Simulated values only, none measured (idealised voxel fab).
process module | voxel trench capacitor
cross-section cut | 300 nm wide | cells 5 nm
A cross-section is a grid of square cells, given in bands from the top down. A band is one or more rows of cells.
Each band's line starts with the height of the band's top and of its bottom, in nm. Then come its materials from left to right, each with its width in nm. One material with "throughout" fills the band from edge to edge. "air" is empty space.
Height 0 is the level under which the wafer as received is all one material. The lowest band goes on downwards, as in "0 down".
A width such as "30 to 40" changes by the same amount from each row of cells to the next, from the band's top row to its bottom row.
"no change" after a step means that no cell of the cross-section changed.
closed voids: empty space of 8 cells or more with no open way to the top, each as width x height at its distance from the left edge, in nm
after a step's settings: what the simulator itself notes on the step
overlay nm, on a step with a mask: how far to the right of its planned place the mask lay; to the left if negative
plan
1 op RECEIVE | material Si
2 op CONFORMAL_DEP | material SiN | thk nm 10
3 op PATTERN | tone open | mask id TRENCH | material resist | width nm 15 | pitch nm 40 | thk nm 20 | overlay nm 0
4 op DIRECTIONAL_ETCH | etch materials SiN | depth nm 10
5 op DIRECTIONAL_ETCH | etch materials Si | depth nm 25
6 op STRIP | etch materials resist
7 op CONFORMAL_DEP | material Al2O3 | thk nm 5
8 op FILL_DEP | material polySi | thk nm 5
9 op CMP | height nm 10
as received, after step 1
  0 down: Si throughout
  closed voids: none
first wafer at the end, as planned
  10 to 0: SiN 80 | Al2O3 5 | polySi 5 | Al2O3 5 | SiN 25 | Al2O3 5 | polySi 5 | Al2O3 5 | SiN 25 | Al2O3 5 | polySi 5 | Al2O3 5 | SiN 25 | Al2O3 5 | polySi 5 | Al2O3 5 | SiN 85
  0 to -20: Si 80 | Al2O3 5 | polySi 5 | Al2O3 5 | Si 25 | Al2O3 5 | polySi 5 | Al2O3 5 | Si 25 | Al2O3 5 | polySi 5 | Al2O3 5 | Si 25 | Al2O3 5 | polySi 5 | Al2O3 5 | Si 85
  -20 to -25: Si 80 | Al2O3 15 | Si 25 | Al2O3 15 | Si 25 | Al2O3 15 | Si 25 | Al2O3 15 | Si 85
  -25 down: Si throughout
  closed voids: none
second wafer at the end: like start, like plan, one mistake
  10 to 0: Al2O3 throughout
  0 down: Si throughout
  closed voids: none
what went wrong: step 2 ran as: op CONFORMAL_DEP | material Al2O3 | thk nm 10
at the end the second wafer has, in cells: 60 more of Al2O3 | 60 more of Si | 96 fewer of SiN | 24 fewer of polySi
